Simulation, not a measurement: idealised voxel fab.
process module | voxel wiring stack
cross-section cut | 270 nm wide | cells 5 nm
A cross-section is a grid of square cells, given in bands from the top down. A band is one or more rows of cells.
Each band's line starts with the height of the band's top and of its bottom, in nm. Then come its materials from left to right, each with its width in nm. One material with "throughout" fills the band from edge to edge. "air" is empty space.
Height 0 is the level under which the wafer as received is all one material. The lowest band goes on downwards, as in "0 down".
A width such as "30 to 40" changes by the same amount from each row of cells to the next, from the band's top row to its bottom row.
"no change" after a step means that no cell of the cross-section changed.
closed voids: empty space of 8 cells or more with no open way to the top, each as width x height at its distance from the left edge, in nm
after a step's settings: what the simulator itself notes on the step
overlay nm, on a step with a mask: how far to the right of its planned place the mask lay; to the left if negative
Each pair below shows a cross-section before one step and the cross-section after it, down to the lowest band that changed. The line under each pair gives the step between them, with its settings. The pairs can come from different runs of this module on the same starting wafer, so a pair continues from the pair above only where its "before" says so.
before
  125 to 115: aC 55 | air 20 | aC 25 | air 20 | aC 25 | air 20 | aC 25 | air 20 | aC 60
  115 to 95: lowk 55 | air 20 | lowk 25 | air 20 | lowk 25 | air 20 | lowk 25 | air 20 | lowk 60
  95 to 85: lowk throughout
  85 to 80: SiCN throughout
  80 to 60: lowk 55 | TiN 5 | aC 10 | TiN 5 | lowk 25 | TiN 5 | aC 10 | TiN 5 | lowk 25 | TiN 5 | aC 10 | TiN 5 | lowk 25 | TiN 5 | aC 10 | TiN 5 | lowk 60
  60 to 55: SiCN 55 | TiN 20 | SiCN 25 | TiN 20 | SiCN 25 | TiN 20 | SiCN 25 | TiN 20 | SiCN 60
  55 to 45: lowk 55 | TiN 5 | Ru 5 | TiN 5 | lowk 75 | TiN 5 | Ru 5 | TiN 5 | lowk 110
  45 to 40: SiCN 55 | TiN 15 | SiCN 75 | TiN 15 | SiCN 110
  40 to 15: SiO2 50 | SiCN 5 | Ru 20 | SiCN 5 | SiO2 15 | SiCN 5 | Ru 20 | SiCN 5 | SiO2 15 | SiCN 5 | Ru 20 | SiCN 5 | SiO2 15 | SiCN 5 | Ru 20 | SiCN 5 | SiO2 55
  15 to 10: SiCN 55 | TiN 20 | SiCN 25 | TiN 20 | SiCN 25 | TiN 20 | SiCN 25 | TiN 20 | SiCN 60
  10 to 0: SiO2 throughout
  0 down: Si throughout
  closed voids: none
after
  115 to 95: lowk 55 | air 20 | lowk 25 | air 20 | lowk 25 | air 20 | lowk 25 | air 20 | lowk 60
  below 95: unchanged
  closed voids: none
the step between: op STRIP | etch materials aC
before: the cross-section after the pair above
after
  125 to 115: aC 55 | air 20 | aC 25 | air 20 | aC 25 | air 20 | aC 25 | air 20 | aC 60
  115 to 105: lowk 55 | air 20 | lowk 25 | air 20 | lowk 25 | air 20 | lowk 25 | air 20 | lowk 60
  105 to 95: lowk 55 | aC 20 | lowk 25 | aC 20 | lowk 25 | aC 20 | lowk 25 | aC 20 | lowk 60
  below 95: unchanged
  closed voids: none
the step between: op DIRECTIONAL_DEP | material aC | thk nm 10
before: the cross-section after the pair above
after
  155 to 125: resist 55 | air 15 | resist 75 | air 15 | resist 110
  125 to 115: aC 55 | air 15 | resist 5 | aC 25 | resist 20 | aC 25 | air 15 | resist 5 | aC 25 | resist 20 | aC 60
  115 to 105: lowk 55 | air 15 | resist 5 | lowk 25 | resist 20 | lowk 25 | air 15 | resist 5 | lowk 25 | resist 20 | lowk 60
  below 105: unchanged
  closed voids: none
the step between: op PATTERN | tone open | mask id METAL_3_HOLES | material resist | width nm 15 | pitch nm 90 | thk nm 30 | overlay nm 0
before: the cross-section after the pair above
after
  145 to 125: resist 55 | air 15 | resist 75 | air 15 | resist 110
  125 to 115: aC 55 | air 15 | resist 5 | aC 25 | resist 20 | aC 25 | air 15 | resist 5 | aC 25 | resist 20 | aC 60
  115 to 105: lowk 55 | air 15 | resist 5 | lowk 25 | resist 20 | lowk 25 | air 15 | resist 5 | lowk 25 | resist 20 | lowk 60
  105 to 95: lowk 55 | air 15 | aC 5 | lowk 25 | aC 20 | lowk 25 | air 15 | aC 5 | lowk 25 | aC 20 | lowk 60
  below 95: unchanged
  closed voids: none
the step between: op DIRECTIONAL_ETCH | etch materials aC | depth nm 10
before: the cross-section after the pair above
after
  125 to 115: aC 55 | air 20 | aC 25 | air 20 | aC 25 | air 20 | aC 25 | air 20 | aC 60
  115 to 105: lowk 55 | air 20 | lowk 25 | air 20 | lowk 25 | air 20 | lowk 25 | air 20 | lowk 60
  below 105: unchanged
  closed voids: none
the step between: op STRIP | etch materials resist
before: the cross-section after the pair above
after
  125 to 115: aC 55 | air 20 | aC 25 | air 20 | aC 25 | air 20 | aC 25 | air 20 | aC 60
  115 to 105: lowk 55 | air 20 | lowk 25 | air 20 | lowk 25 | air 20 | lowk 25 | air 20 | lowk 60
  105 to 95: lowk 55 | air 15 | aC 5 | lowk 25 | aC 20 | lowk 25 | air 15 | aC 5 | lowk 25 | aC 20 | lowk 60
  95 to 85: lowk 55 | air 15 | lowk 75 | air 15 | lowk 110
  below 85: unchanged
  closed voids: none
the step between: op DIRECTIONAL_ETCH | etch materials lowk | depth nm 10
before: the cross-section after the pair above
after
  125 to 115: aC 55 | air 20 | aC 25 | air 20 | aC 25 | air 20 | aC 25 | air 20 | aC 60
  115 to 105: lowk 55 | air 20 | lowk 25 | air 20 | lowk 25 | air 20 | lowk 25 | air 20 | lowk 60
  105 to 95: lowk 55 | air 15 | aC 5 | lowk 25 | aC 20 | lowk 25 | air 15 | aC 5 | lowk 25 | aC 20 | lowk 60
  95 to 85: lowk 55 | air 15 | lowk 75 | air 15 | lowk 110
  85 to 80: SiCN 55 | air 15 | SiCN 75 | air 15 | SiCN 110
  below 80: unchanged
  closed voids: none
the step between: op DIRECTIONAL_ETCH | etch materials SiCN | depth nm 5
before: the cross-section after the pair above
after
  115 to 95: lowk 55 | air 20 | lowk 25 | air 20 | lowk 25 | air 20 | lowk 25 | air 20 | lowk 60
  95 to 85: lowk 55 | air 15 | lowk 75 | air 15 | lowk 110
  85 to 80: SiCN 55 | air 15 | SiCN 75 | air 15 | SiCN 110
  80 to 60: lowk 55 | TiN 5 | air 10 | TiN 5 | lowk 25 | TiN 5 | aC 10 | TiN 5 | lowk 25 | TiN 5 | air 10 | TiN 5 | lowk 25 | TiN 5 | aC 10 | TiN 5 | lowk 60
  below 60: unchanged
  closed voids: none
the step between: op STRIP | etch materials aC
before: the cross-section after the pair above
after
  120 to 115: TiN 60 | air 10 | TiN 35 | air 10 | TiN 35 | air 10 | TiN 35 | air 10 | TiN 65
  115 to 100: lowk 55 | TiN 5 | air 10 | TiN 5 | lowk 25 | TiN 5 | air 10 | TiN 5 | lowk 25 | TiN 5 | air 10 | TiN 5 | lowk 25 | TiN 5 | air 10 | TiN 5 | lowk 60
  100 to 95: lowk 55 | TiN 5 | air 5 | TiN 10 | lowk 25 | TiN 20 | lowk 25 | TiN 5 | air 5 | TiN 10 | lowk 25 | TiN 20 | lowk 60
  95 to 85: lowk 55 | TiN 5 | air 5 | TiN 5 | lowk 75 | TiN 5 | air 5 | TiN 5 | lowk 110
  85 to 80: SiCN 55 | TiN 15 | SiCN 75 | TiN 15 | SiCN 110
  80 to 60: lowk 55 | TiN 20 | lowk 25 | TiN 5 | aC 10 | TiN 5 | lowk 25 | TiN 20 | lowk 25 | TiN 5 | aC 10 | TiN 5 | lowk 60
  below 60: unchanged
  closed voids: none
the step between: op CONFORMAL_DEP | material TiN | thk nm 5
before: the cross-section after the pair above
after
  130 to 120: Ru throughout
  120 to 115: TiN 60 | Ru 10 | TiN 35 | Ru 10 | TiN 35 | Ru 10 | TiN 35 | Ru 10 | TiN 65
  115 to 100: lowk 55 | TiN 5 | Ru 10 | TiN 5 | lowk 25 | TiN 5 | Ru 10 | TiN 5 | lowk 25 | TiN 5 | Ru 10 | TiN 5 | lowk 25 | TiN 5 | Ru 10 | TiN 5 | lowk 60
  100 to 95: lowk 55 | TiN 5 | Ru 5 | TiN 10 | lowk 25 | TiN 20 | lowk 25 | TiN 5 | Ru 5 | TiN 10 | lowk 25 | TiN 20 | lowk 60
  95 to 85: lowk 55 | TiN 5 | Ru 5 | TiN 5 | lowk 75 | TiN 5 | Ru 5 | TiN 5 | lowk 110
  below 85: unchanged
  closed voids: none
the step between: op FILL_DEP | material Ru | thk nm 10
before: the cross-section after the pair above
after
  115 to 100: lowk 55 | TiN 5 | Ru 10 | TiN 5 | lowk 25 | TiN 5 | Ru 10 | TiN 5 | lowk 25 | TiN 5 | Ru 10 | TiN 5 | lowk 25 | TiN 5 | Ru 10 | TiN 5 | lowk 60
  below 100: unchanged
  closed voids: none
the step between: op CMP | height nm 115
before: the cross-section after the pair above
after
  120 to 115: SiCN throughout
  below 115: unchanged
  closed voids: none
the step between: op CONFORMAL_DEP | material SiCN | thk nm 5
before: the cross-section after the pair above
after
  130 to 120: SiO2 throughout
  below 120: unchanged
  closed voids: none
the step between: op DIRECTIONAL_DEP | material SiO2 | thk nm 10
before: the cross-section after the pair above
after
  145 to 130: aC throughout
  below 130: unchanged
  closed voids: none
the step between: op DIRECTIONAL_DEP | material aC | thk nm 15
before: the cross-section after the pair above
after
  180 to 145: resist 55 | air 15 | resist 30 | air 15 | resist 30 | air 15 | resist 30 | air 15 | resist 65
  below 145: unchanged
  closed voids: none
the step between: op PATTERN | tone open | mask id PLUG_3 | material resist | width nm 15 | pitch nm 45 | thk nm 35 | overlay nm 0
before: the cross-section after the pair above
after
  165 to 145: resist 55 | air 15 | resist 30 | air 15 | resist 30 | air 15 | resist 30 | air 15 | resist 65
  145 to 130: aC 55 | air 15 | aC 30 | air 15 | aC 30 | air 15 | aC 30 | air 15 | aC 65
  below 130: unchanged
  closed voids: none
the step between: op DIRECTIONAL_ETCH | etch materials aC | depth nm 15
before: the cross-section after the pair above
after
  145 to 130: aC 55 | air 15 | aC 30 | air 15 | aC 30 | air 15 | aC 30 | air 15 | aC 65
  below 130: unchanged
  closed voids: none
the step between: op STRIP | etch materials resist
before: the cross-section after the pair above
after
  145 to 130: aC 55 | air 15 | aC 30 | air 15 | aC 30 | air 15 | aC 30 | air 15 | aC 65
  130 to 120: SiO2 55 | air 15 | SiO2 30 | air 15 | SiO2 30 | air 15 | SiO2 30 | air 15 | SiO2 65
  below 120: unchanged
  closed voids: none
the step between: op DIRECTIONAL_ETCH | etch materials SiO2 | depth nm 10
before: the cross-section after the pair above
after
  145 to 130: aC 55 | air 15 | aC 30 | air 15 | aC 30 | air 15 | aC 30 | air 15 | aC 65
  130 to 120: SiO2 55 | air 15 | SiO2 30 | air 15 | SiO2 30 | air 15 | SiO2 30 | air 15 | SiO2 65
  120 to 115: SiCN 55 | air 15 | SiCN 30 | air 15 | SiCN 30 | air 15 | SiCN 30 | air 15 | SiCN 65
  below 115: unchanged
  closed voids: none
the step between: op DIRECTIONAL_ETCH | etch materials SiCN | depth nm 5
before: the cross-section after the pair above
after
  130 to 120: SiO2 55 | air 15 | SiO2 30 | air 15 | SiO2 30 | air 15 | SiO2 30 | air 15 | SiO2 65
  below 120: unchanged
  closed voids: none
the step between: op STRIP | etch materials aC
before: the cross-section after the pair above
after
  130 to 125: SiO2 55 | air 15 | SiO2 30 | air 15 | SiO2 30 | air 15 | SiO2 30 | air 15 | SiO2 65
  125 to 120: SiO2 55 | Ru 15 | SiO2 30 | Ru 15 | SiO2 30 | Ru 15 | SiO2 30 | Ru 15 | SiO2 65
  120 to 115: SiCN 55 | Ru 15 | SiCN 30 | Ru 15 | SiCN 30 | Ru 15 | SiCN 30 | Ru 15 | SiCN 65
  below 115: unchanged
  closed voids: none
the step between: op EPI | material Ru | thk nm 10
before: the cross-section after the pair above
after
  130 to 120: SiO2 55 | Ru 15 | SiO2 30 | Ru 15 | SiO2 30 | Ru 15 | SiO2 30 | Ru 15 | SiO2 65
  below 120: unchanged
  closed voids: none
the step between: op EPI | material Ru | thk nm 5
before: the cross-section after the pair above
after
  135 to 130: SiCN throughout
  below 130: unchanged
  closed voids: none
the step between: op CONFORMAL_DEP | material SiCN | thk nm 5
before: the cross-section after the pair above
after
  155 to 135: SiO2 throughout
  below 135: unchanged
  closed voids: none
the step between: op DIRECTIONAL_DEP | material SiO2 | thk nm 20
before: the cross-section after the pair above
after
  175 to 155: resist 55 | air 20 | resist 25 | air 20 | resist 25 | air 20 | resist 25 | air 20 | resist 60
  below 155: unchanged
  closed voids: none
the step between: op PATTERN | tone open | mask id METAL_4 | material resist | width nm 20 | pitch nm 45 | thk nm 20 | overlay nm 0
before: the cross-section after the pair above
after
  175 to 155: resist 55 | air 20 | resist 25 | air 20 | resist 25 | air 20 | resist 25 | air 20 | resist 60
  155 to 135: SiO2 55 | air 20 | SiO2 25 | air 20 | SiO2 25 | air 20 | SiO2 25 | air 20 | SiO2 60
  below 135: unchanged
  closed voids: none
the step between: op DIRECTIONAL_ETCH | etch materials SiO2 | depth nm 20
before: the cross-section after the pair above
after
  175 to 155: resist 55 | air 20 | resist 25 | air 20 | resist 25 | air 20 | resist 25 | air 20 | resist 60
  155 to 135: SiO2 55 | air 20 | SiO2 25 | air 20 | SiO2 25 | air 20 | SiO2 25 | air 20 | SiO2 60
  135 to 130: SiCN 55 | air 20 | SiCN 25 | air 20 | SiCN 25 | air 20 | SiCN 25 | air 20 | SiCN 60
  below 130: unchanged
  closed voids: none
the step between: op DIRECTIONAL_ETCH | etch materials SiCN | depth nm 5
before: the cross-section after the pair above
after
  155 to 135: SiO2 55 | air 20 | SiO2 25 | air 20 | SiO2 25 | air 20 | SiO2 25 | air 20 | SiO2 60
  below 135: unchanged
  closed voids: none
the step between: op STRIP | etch materials resist
before: the cross-section after the pair above
after
  160 to 155: TiN 60 | air 10 | TiN 35 | air 10 | TiN 35 | air 10 | TiN 35 | air 10 | TiN 65
  155 to 135: SiO2 55 | TiN 5 | air 10 | TiN 5 | SiO2 25 | TiN 5 | air 10 | TiN 5 | SiO2 25 | TiN 5 | air 10 | TiN 5 | SiO2 25 | TiN 5 | air 10 | TiN 5 | SiO2 60
  135 to 130: SiCN 55 | TiN 20 | SiCN 25 | TiN 20 | SiCN 25 | TiN 20 | SiCN 25 | TiN 20 | SiCN 60
  below 130: unchanged
  closed voids: none
the step between: op CONFORMAL_DEP | material TiN | thk nm 5
before: the cross-section after the pair above
after
  165 to 160: W throughout
  160 to 155: TiN 60 | W 10 | TiN 35 | W 10 | TiN 35 | W 10 | TiN 35 | W 10 | TiN 65
  155 to 135: SiO2 55 | TiN 5 | W 10 | TiN 5 | SiO2 25 | TiN 5 | W 10 | TiN 5 | SiO2 25 | TiN 5 | W 10 | TiN 5 | SiO2 25 | TiN 5 | W 10 | TiN 5 | SiO2 60
  below 135: unchanged
  closed voids: none
the step between: op FILL_DEP | material W | thk nm 5
before: the cross-section after the pair above
after
  155 to 135: SiO2 55 | TiN 5 | W 10 | TiN 5 | SiO2 25 | TiN 5 | W 10 | TiN 5 | SiO2 25 | TiN 5 | W 10 | TiN 5 | SiO2 25 | TiN 5 | W 10 | TiN 5 | SiO2 60
  below 135: unchanged
  closed voids: none
the step between: op CMP | height nm 155
before: the cross-section after the pair above
after
  160 to 155: SiCN throughout
  below 155: unchanged
  closed voids: none
the step between: op CONFORMAL_DEP | material SiCN | thk nm 5
before
  80 to 60: lowk throughout
  60 to 55: SiCN throughout
  55 to 45: lowk 55 | TiN 5 | Ru 5 | TiN 5 | lowk 75 | TiN 5 | Ru 5 | TiN 5 | lowk 110
  45 to 40: SiCN 55 | TiN 15 | SiCN 75 | TiN 15 | SiCN 110
  40 to 15: SiO2 50 | SiCN 5 | Ru 20 | SiCN 5 | SiO2 15 | SiCN 5 | Ru 20 | SiCN 5 | SiO2 15 | SiCN 5 | Ru 20 | SiCN 5 | SiO2 15 | SiCN 5 | Ru 20 | SiCN 5 | SiO2 55
  15 to 10: SiCN 55 | TiN 20 | SiCN 25 | TiN 20 | SiCN 25 | TiN 20 | SiCN 25 | TiN 20 | SiCN 60
  10 to 0: SiO2 throughout
  0 down: Si throughout
  closed voids: none
after
  95 to 80: air 55 | resist 20 | air 25 | resist 20 | air 25 | resist 20 | air 25 | resist 20 | air 60
  below 80: unchanged
  closed voids: none
the step between: op PATTERN | tone cover | mask id METAL_2 | material resist | width nm 20 | pitch nm 45 | thk nm 15 | overlay nm 0
before: the cross-section after the pair above
after
  95 to 80: air 55 | resist 20 | air 25 | resist 20 | air 25 | resist 20 | air 25 | resist 20 | air 60
  80 to 60: air 55 | lowk 20 | air 25 | lowk 20 | air 25 | lowk 20 | air 25 | lowk 20 | air 60
  below 60: unchanged
  closed voids: none
the step between: op DIRECTIONAL_ETCH | etch materials lowk | depth nm 20
before: the cross-section after the pair above
after
  95 to 80: air 55 | resist 20 | air 25 | resist 20 | air 25 | resist 20 | air 25 | resist 20 | air 60
  80 to 60: air 55 | lowk 20 | air 25 | lowk 20 | air 25 | lowk 20 | air 25 | lowk 20 | air 60
  60 to 55: air 55 | SiCN 20 | air 25 | SiCN 20 | air 25 | SiCN 20 | air 25 | SiCN 20 | air 60
  below 55: unchanged
  closed voids: none
the step between: op DIRECTIONAL_ETCH | etch materials SiCN | depth nm 5
before: the cross-section after the pair above
after
  80 to 60: air 55 | lowk 20 | air 25 | lowk 20 | air 25 | lowk 20 | air 25 | lowk 20 | air 60
  below 60: unchanged
  closed voids: none
the step between: op STRIP | etch materials resist
before: the cross-section after the pair above
after
  85 to 80: air 50 | TiN 30 | air 15 | TiN 30 | air 15 | TiN 30 | air 15 | TiN 30 | air 55
  80 to 60: air 50 | TiN 5 | lowk 20 | TiN 5 | air 15 | TiN 5 | lowk 20 | TiN 5 | air 15 | TiN 5 | lowk 20 | TiN 5 | air 15 | TiN 5 | lowk 20 | TiN 5 | air 55
  60 to 55: TiN 55 | SiCN 20 | TiN 25 | SiCN 20 | TiN 25 | SiCN 20 | TiN 25 | SiCN 20 | TiN 60
  below 55: unchanged
  closed voids: none
the step between: op CONFORMAL_DEP | material TiN | thk nm 5
before: the cross-section after the pair above
after
  95 to 85: W throughout
  85 to 80: W 50 | TiN 30 | W 15 | TiN 30 | W 15 | TiN 30 | W 15 | TiN 30 | W 55
  80 to 60: W 50 | TiN 5 | lowk 20 | TiN 5 | W 15 | TiN 5 | lowk 20 | TiN 5 | W 15 | TiN 5 | lowk 20 | TiN 5 | W 15 | TiN 5 | lowk 20 | TiN 5 | W 55
  below 60: unchanged
  closed voids: none
the step between: op FILL_DEP | material W | thk nm 10
before: the cross-section after the pair above
after
  80 to 60: W 50 | TiN 5 | lowk 20 | TiN 5 | W 15 | TiN 5 | lowk 20 | TiN 5 | W 15 | TiN 5 | lowk 20 | TiN 5 | W 15 | TiN 5 | lowk 20 | TiN 5 | W 55
  below 60: unchanged
  closed voids: none
the step between: op CMP | height nm 80
before: the cross-section after the pair above
after
  85 to 80: SiCN throughout
  below 80: unchanged
  closed voids: none
the step between: op CONFORMAL_DEP | material SiCN | thk nm 5
before: the cross-section after the pair above
after
  115 to 85: lowk throughout
  below 85: unchanged
  closed voids: none
the step between: op DIRECTIONAL_DEP | material lowk | thk nm 30
before: the cross-section after the pair above
after
  125 to 115: aC throughout
  below 115: unchanged
  closed voids: none
the step between: op DIRECTIONAL_DEP | material aC | thk nm 10
before: the cross-section after the pair above
after
  155 to 125: resist 55 | air 20 | resist 25 | air 20 | resist 25 | air 20 | resist 25 | air 20 | resist 60
  below 125: unchanged
  closed voids: none
the step between: op PATTERN | tone open | mask id METAL_3 | material resist | width nm 20 | pitch nm 45 | thk nm 30 | overlay nm 0
before: the cross-section after the pair above
after
  145 to 125: resist 55 | air 20 | resist 25 | air 20 | resist 25 | air 20 | resist 25 | air 20 | resist 60
  125 to 115: aC 55 | air 20 | aC 25 | air 20 | aC 25 | air 20 | aC 25 | air 20 | aC 60
  below 115: unchanged
  closed voids: none
the step between: op DIRECTIONAL_ETCH | etch materials aC | depth nm 10
before: the cross-section after the pair above
after
  125 to 115: aC 55 | air 20 | aC 25 | air 20 | aC 25 | air 20 | aC 25 | air 20 | aC 60
  below 115: unchanged
  closed voids: none
the step between: op STRIP | etch materials resist
before: the cross-section after the pair above
after
  125 to 115: aC 55 | air 20 | aC 25 | air 20 | aC 25 | air 20 | aC 25 | air 20 | aC 60
  115 to 95: lowk 55 | air 20 | lowk 25 | air 20 | lowk 25 | air 20 | lowk 25 | air 20 | lowk 60
  below 95: unchanged
  closed voids: none
the step between: op DIRECTIONAL_ETCH | etch materials lowk | depth nm 20
before: the cross-section after the pair above
after
  115 to 95: lowk 55 | air 20 | lowk 25 | air 20 | lowk 25 | air 20 | lowk 25 | air 20 | lowk 60
  below 95: unchanged
  closed voids: none
the step between: op STRIP | etch materials aC
before: the cross-section after the pair above
after
  125 to 115: aC 55 | air 20 | aC 25 | air 20 | aC 25 | air 20 | aC 25 | air 20 | aC 60
  115 to 105: lowk 55 | air 20 | lowk 25 | air 20 | lowk 25 | air 20 | lowk 25 | air 20 | lowk 60
  105 to 95: lowk 55 | aC 20 | lowk 25 | aC 20 | lowk 25 | aC 20 | lowk 25 | aC 20 | lowk 60
  below 95: unchanged
  closed voids: none
the step between: op DIRECTIONAL_DEP | material aC | thk nm 10
before: the cross-section after the pair above
after
  155 to 125: resist 55 | air 15 | resist 75 | air 15 | resist 110
  125 to 115: aC 55 | air 15 | resist 5 | aC 25 | resist 20 | aC 25 | air 15 | resist 5 | aC 25 | resist 20 | aC 60
  115 to 105: lowk 55 | air 15 | resist 5 | lowk 25 | resist 20 | lowk 25 | air 15 | resist 5 | lowk 25 | resist 20 | lowk 60
  below 105: unchanged
  closed voids: none
the step between: op PATTERN | tone open | mask id METAL_3_HOLES | material resist | width nm 15 | pitch nm 90 | thk nm 30 | overlay nm 0
before: the cross-section after the pair above
after
  145 to 125: resist 55 | air 15 | resist 75 | air 15 | resist 110
  125 to 115: aC 55 | air 15 | resist 5 | aC 25 | resist 20 | aC 25 | air 15 | resist 5 | aC 25 | resist 20 | aC 60
  115 to 105: lowk 55 | air 15 | resist 5 | lowk 25 | resist 20 | lowk 25 | air 15 | resist 5 | lowk 25 | resist 20 | lowk 60
  105 to 95: lowk 55 | air 15 | aC 5 | lowk 25 | aC 20 | lowk 25 | air 15 | aC 5 | lowk 25 | aC 20 | lowk 60
  below 95: unchanged
  closed voids: none
the step between: op DIRECTIONAL_ETCH | etch materials aC | depth nm 10
before: the cross-section after the pair above
after
  125 to 115: aC 55 | air 20 | aC 25 | air 20 | aC 25 | air 20 | aC 25 | air 20 | aC 60
  115 to 105: lowk 55 | air 20 | lowk 25 | air 20 | lowk 25 | air 20 | lowk 25 | air 20 | lowk 60
  below 105: unchanged
  closed voids: none
the step between: op STRIP | etch materials resist
before: the cross-section after the pair above
after
  125 to 115: aC 55 | air 20 | aC 25 | air 20 | aC 25 | air 20 | aC 25 | air 20 | aC 60
  115 to 105: lowk 55 | air 20 | lowk 25 | air 20 | lowk 25 | air 20 | lowk 25 | air 20 | lowk 60
  105 to 95: lowk 55 | air 15 | aC 5 | lowk 25 | aC 20 | lowk 25 | air 15 | aC 5 | lowk 25 | aC 20 | lowk 60
  95 to 85: lowk 55 | air 15 | lowk 75 | air 15 | lowk 110
  below 85: unchanged
  closed voids: none
the step between: op DIRECTIONAL_ETCH | etch materials lowk | depth nm 10
before: the cross-section after the pair above
after
  125 to 115: aC 55 | air 20 | aC 25 | air 20 | aC 25 | air 20 | aC 25 | air 20 | aC 60
  115 to 105: lowk 55 | air 20 | lowk 25 | air 20 | lowk 25 | air 20 | lowk 25 | air 20 | lowk 60
  105 to 95: lowk 55 | air 15 | aC 5 | lowk 25 | aC 20 | lowk 25 | air 15 | aC 5 | lowk 25 | aC 20 | lowk 60
  95 to 85: lowk 55 | air 15 | lowk 75 | air 15 | lowk 110
  85 to 80: SiCN 55 | air 15 | SiCN 75 | air 15 | SiCN 110
  below 80: unchanged
  closed voids: none
the step between: op DIRECTIONAL_ETCH | etch materials SiCN | depth nm 5
before: the cross-section after the pair above
after
  115 to 95: lowk 55 | air 20 | lowk 25 | air 20 | lowk 25 | air 20 | lowk 25 | air 20 | lowk 60
  below 95: unchanged
  closed voids: none
the step between: op STRIP | etch materials aC
before: the cross-section after the pair above
after
  120 to 115: TiN 60 | air 10 | TiN 35 | air 10 | TiN 35 | air 10 | TiN 35 | air 10 | TiN 65
  115 to 100: lowk 55 | TiN 5 | air 10 | TiN 5 | lowk 25 | TiN 5 | air 10 | TiN 5 | lowk 25 | TiN 5 | air 10 | TiN 5 | lowk 25 | TiN 5 | air 10 | TiN 5 | lowk 60
  100 to 95: lowk 55 | TiN 5 | air 5 | TiN 10 | lowk 25 | TiN 20 | lowk 25 | TiN 5 | air 5 | TiN 10 | lowk 25 | TiN 20 | lowk 60
  95 to 85: lowk 55 | TiN 5 | air 5 | TiN 5 | lowk 75 | TiN 5 | air 5 | TiN 5 | lowk 110
  85 to 80: SiCN 55 | TiN 15 | SiCN 75 | TiN 15 | SiCN 110
  below 80: unchanged
  closed voids: none
the step between: op CONFORMAL_DEP | material TiN | thk nm 5
before: the cross-section after the pair above
after
  130 to 120: Ru throughout
  120 to 115: TiN 60 | Ru 10 | TiN 35 | Ru 10 | TiN 35 | Ru 10 | TiN 35 | Ru 10 | TiN 65
  115 to 100: lowk 55 | TiN 5 | Ru 10 | TiN 5 | lowk 25 | TiN 5 | Ru 10 | TiN 5 | lowk 25 | TiN 5 | Ru 10 | TiN 5 | lowk 25 | TiN 5 | Ru 10 | TiN 5 | lowk 60
  100 to 95: lowk 55 | TiN 5 | Ru 5 | TiN 10 | lowk 25 | TiN 20 | lowk 25 | TiN 5 | Ru 5 | TiN 10 | lowk 25 | TiN 20 | lowk 60
  95 to 85: lowk 55 | TiN 5 | Ru 5 | TiN 5 | lowk 75 | TiN 5 | Ru 5 | TiN 5 | lowk 110
  below 85: unchanged
  closed voids: none
the step between: op FILL_DEP | material Ru | thk nm 10
before: the cross-section after the pair above
after
  115 to 100: lowk 55 | TiN 5 | Ru 10 | TiN 5 | lowk 25 | TiN 5 | Ru 10 | TiN 5 | lowk 25 | TiN 5 | Ru 10 | TiN 5 | lowk 25 | TiN 5 | Ru 10 | TiN 5 | lowk 60
  below 100: unchanged
  closed voids: none
the step between: op CMP | height nm 115
before: the cross-section after the pair above
after
  120 to 115: SiCN throughout
  below 115: unchanged
  closed voids: none
the step between: op CONFORMAL_DEP | material SiCN | thk nm 5
before: the cross-section after the pair above
after
  130 to 120: SiO2 throughout
  below 120: unchanged
  closed voids: none
the step between: op DIRECTIONAL_DEP | material SiO2 | thk nm 10
before: the cross-section after the pair above
after
  145 to 130: aC throughout
  below 130: unchanged
  closed voids: none
the step between: op DIRECTIONAL_DEP | material aC | thk nm 15
before: the cross-section after the pair above
after
  180 to 145: resist 55 | air 15 | resist 30 | air 15 | resist 30 | air 15 | resist 30 | air 15 | resist 65
  below 145: unchanged
  closed voids: none
the step between: op PATTERN | tone open | mask id PLUG_3 | material resist | width nm 15 | pitch nm 45 | thk nm 35 | overlay nm 0
before: the cross-section after the pair above
after
  165 to 145: resist 55 | air 15 | resist 30 | air 15 | resist 30 | air 15 | resist 30 | air 15 | resist 65
  145 to 130: aC 55 | air 15 | aC 30 | air 15 | aC 30 | air 15 | aC 30 | air 15 | aC 65
  below 130: unchanged
  closed voids: none
the step between: op DIRECTIONAL_ETCH | etch materials aC | depth nm 15
before: the cross-section after the pair above
after
  145 to 130: aC 55 | air 15 | aC 30 | air 15 | aC 30 | air 15 | aC 30 | air 15 | aC 65
  below 130: unchanged
  closed voids: none
the step between: op STRIP | etch materials resist
before: the cross-section after the pair above
after
  145 to 130: aC 55 | air 15 | aC 30 | air 15 | aC 30 | air 15 | aC 30 | air 15 | aC 65
  130 to 120: SiO2 55 | air 15 | SiO2 30 | air 15 | SiO2 30 | air 15 | SiO2 30 | air 15 | SiO2 65
  below 120: unchanged
  closed voids: none
the step between: op DIRECTIONAL_ETCH | etch materials SiO2 | depth nm 10
before: the cross-section after the pair above
after
  145 to 130: aC 55 | air 15 | aC 30 | air 15 | aC 30 | air 15 | aC 30 | air 15 | aC 65
  130 to 120: SiO2 55 | air 15 | SiO2 30 | air 15 | SiO2 30 | air 15 | SiO2 30 | air 15 | SiO2 65
  120 to 115: SiCN 55 | air 15 | SiCN 30 | air 15 | SiCN 30 | air 15 | SiCN 30 | air 15 | SiCN 65
  below 115: unchanged
  closed voids: none
the step between: op DIRECTIONAL_ETCH | etch materials SiCN | depth nm 5
before: the cross-section after the pair above
after
  130 to 120: SiO2 55 | air 15 | SiO2 30 | air 15 | SiO2 30 | air 15 | SiO2 30 | air 15 | SiO2 65
  below 120: unchanged
  closed voids: none
the step between: op STRIP | etch materials aC
before: the cross-section after the pair above
after
  130 to 125: SiO2 55 | air 15 | SiO2 30 | air 15 | SiO2 30 | air 15 | SiO2 30 | air 15 | SiO2 65
  125 to 120: SiO2 55 | Ru 15 | SiO2 30 | Ru 15 | SiO2 30 | Ru 15 | SiO2 30 | Ru 15 | SiO2 65
  120 to 115: SiCN 55 | Ru 15 | SiCN 30 | Ru 15 | SiCN 30 | Ru 15 | SiCN 30 | Ru 15 | SiCN 65
  below 115: unchanged
  closed voids: none
the step between: op EPI | material Ru | thk nm 10
before: the cross-section after the pair above
after
  130 to 120: SiO2 55 | Ru 15 | SiO2 30 | Ru 15 | SiO2 30 | Ru 15 | SiO2 30 | Ru 15 | SiO2 65
  below 120: unchanged
  closed voids: none
the step between: op EPI | material Ru | thk nm 5
before: the cross-section after the pair above
after
  135 to 130: SiCN throughout
  below 130: unchanged
  closed voids: none
the step between: op CONFORMAL_DEP | material SiCN | thk nm 5
before: the cross-section after the pair above
after
  155 to 135: SiO2 throughout
  below 135: unchanged
  closed voids: none
the step between: op DIRECTIONAL_DEP | material SiO2 | thk nm 20
before: the cross-section after the pair above
after
  175 to 155: resist 55 | air 20 | resist 25 | air 20 | resist 25 | air 20 | resist 25 | air 20 | resist 60
  below 155: unchanged
  closed voids: none
the step between: op PATTERN | tone open | mask id METAL_4 | material resist | width nm 20 | pitch nm 45 | thk nm 20 | overlay nm 0
